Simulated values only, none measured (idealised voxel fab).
Process module in this document: voxel transistor to metal
The width of the displayed cross-section, cut, is 285 nm; its cells are square, with a size of 5 nm.
If you're reading a cross-section in this doc, picture square cells in a grid; it comes to you as bands, top ones listed first down to the bottom, and a band can be one or more rows of cells.
Band: top and bottom heights (nm) first, top before bottom; then materials from left to right, widths in nm. "everywhere" marks a sole material filling the band edge to edge. "air" denotes empty space.
It should be noted that heights are counted from 0, beneath which the wafer as supplied is of one material throughout, and that the lowest band possesses no lower boundary but continues downward, as written in "0 nm and below".
The expression "30 to 40" gives the width at the extremes of the band, the first number at its top row of cells and the second at its bottom row, with the width changing by equal amounts from each row to the next in between.
For the purposes of this document, the phrase "left unchanged" attached to a step denotes that no cell within the cross-section was modified by that step.
You'll see "Voids lacking openings" listing empty spaces that have no way open to the top, as long as they're 8 cells or more; the notation is width x height at distance, where the distance is from the left edge, and all of it is in nm.
Read whatever lies past the settings on a step's line as the simulator's own remark about the step.
overlay nm: step with mask; distance mask lay right of planned place; negative value = left of planned place.

Set out below are the planned steps of the process:
1: op RECEIVE | material Si
2: op OXIDIZE | depth nm 5
3: op CONFORMAL_DEP | material SiN | thk nm 10
4: op PATTERN | tone cover | mask id ACTIVE | material resist | width nm 110 | pitch nm 135 | thk nm 20 | overlay nm 0
5: op DIRECTIONAL_ETCH | etch materials SiN | depth nm 5
6: op DIRECTIONAL_ETCH | etch materials SiO2 | depth nm 5
7: op DIRECTIONAL_ETCH | etch materials Si | depth nm 30
8: op STRIP | etch materials resist
9: op OXIDIZE | depth nm 5
10: op FILL_DEP | material SiO2 | thk nm 10
11: op CMP | height nm 10
12: op SELECTIVE_ETCH | etch materials SiO2 | depth nm 10
13: op STRIP | etch materials SiN
14: op SELECTIVE_ETCH | etch materials SiO2 | depth nm 5
15: op OXIDIZE | depth nm 5
16: op DIRECTIONAL_DEP | material polySi | thk nm 30
17: op DIRECTIONAL_DEP | material SiCN | thk nm 15
18: op PATTERN | tone cover | mask id GATE | material resist | width nm 30 | pitch nm 135 | thk nm 20 | overlay nm 0
19: op DIRECTIONAL_ETCH | etch materials SiCN | depth nm 25
20: op DIRECTIONAL_ETCH | etch materials polySi | depth nm 40
21: op STRIP | etch materials resist
22: op CONFORMAL_DEP | material SiO2 | thk nm 5
23: op DIRECTIONAL_ETCH | etch materials SiO2 | depth nm 5
24: op CONFORMAL_DEP | material SiN | thk nm 10
25: op DIRECTIONAL_ETCH | etch materials SiN | depth nm 10
26: op DIRECTIONAL_ETCH | etch materials SiO2 | depth nm 5
27: op DIRECTIONAL_ETCH | etch materials Si | depth nm 10
28: op EPI | material pSi | thk nm 10
29: op FILL_DEP | material SiO2 | thk nm 5
30: op CMP | height nm 25
31: op STRIP | etch materials polySi
32: op SELECTIVE_ETCH | etch materials SiO2 | depth nm 5
33: op CONFORMAL_DEP | material HfO2 | thk nm 5
34: op CONFORMAL_DEP | material TiN | thk nm 5
35: op FILL_DEP | material W | thk nm 10
36: op CMP | height nm 20
37: op DIRECTIONAL_DEP | material SiO2 | thk nm 10
38: op MASKED_ETCH | tone open | mask id CONTACT | width nm 15 | etch materials SiO2 | depth nm 40 | overlay nm 0
39: op CONFORMAL_DEP | material TiN | thk nm 5
40: op FILL_DEP | material Ru | thk nm 10
41: op CMP | height nm 30
42: op CONFORMAL_DEP | material SiN | thk nm 5
43: op DIRECTIONAL_DEP | material lowk | thk nm 20
44: op MASKED_ETCH | tone open | mask id METAL_1 | width nm 15 | etch materials lowk | depth nm 20 | overlay nm 0
45: op MASKED_ETCH | tone open | mask id METAL_1 | width nm 15 | etch materials SiN | depth nm 5 | overlay nm 0
46: op CONFORMAL_DEP | material TiN | thk nm 5
47: op FILL_DEP | material Ru | thk nm 10
48: op CMP | height nm 55
49: op CONFORMAL_DEP | material SiCN | thk nm 5
50: op DIRECTIONAL_DEP | material lowk | thk nm 30
51: op PATTERN | tone open | mask id METAL_2 | material resist | width nm 15 | pitch nm 135 | thk nm 15 | overlay nm 0
52: op DIRECTIONAL_ETCH | etch materials lowk | depth nm 20
53: op STRIP | etch materials resist
54: op MASKED_ETCH | tone open | mask id METAL_2_HOLES | width nm 15 | pitch nm 135 | etch materials lowk | depth nm 10 | overlay nm 0
55: op MASKED_ETCH | tone open | mask id METAL_2_HOLES | width nm 15 | pitch nm 135 | etch materials SiCN | depth nm 5 | overlay nm 0
56: op CONFORMAL_DEP | material TiN | thk nm 5
57: op FILL_DEP | material Cu | thk nm 10
58: op CMP | height nm 90
59: op CONFORMAL_DEP | material SiCN | thk nm 5
The wafers are alike at the start. At step 5, their depth nm differs. The plan lists the first wafer's value.

The first of several wafers in cross-section, exactly as it reached us after step 1:
	0 nm and below | Si everywhere
	Voids lacking openings: none

Here is how to read the rows: every wafer has a row, and it shows the wafer at the end of the module, giving for each material how many cells were gained (+) or lost (-) since the wafer was received, then listing its closed voids:
depth nm 5 | +12 Cu | +36 HfO2 | +36 Ru | -180 Si | +108 SiCN | +85 SiN | +224 SiO2 | +162 TiN | +32 W | +486 lowk | +82 pSi | Voids lacking openings: none
depth nm 10 | +12 Cu | +36 HfO2 | +36 Ru | -248 Si | +108 SiCN | +85 SiN | +326 SiO2 | +162 TiN | +32 W | +486 lowk | +48 pSi | Voids lacking openings: none
depth nm 15 | +12 Cu | +36 HfO2 | +36 Ru | -248 Si | +108 SiCN | +85 SiN | +326 SiO2 | +162 TiN | +32 W | +486 lowk | +48 pSi | Voids lacking openings: none
depth nm 20 | +12 Cu | +36 HfO2 | +36 Ru | -248 Si | +108 SiCN | +85 SiN | +326 SiO2 | +162 TiN | +32 W | +486 lowk | +48 pSi | Voids lacking openings: none
depth nm 25 | +12 Cu | +36 HfO2 | +36 Ru | -248 Si | +108 SiCN | +85 SiN | +326 SiO2 | +162 TiN | +32 W | +486 lowk | +48 pSi | Voids lacking openings: none
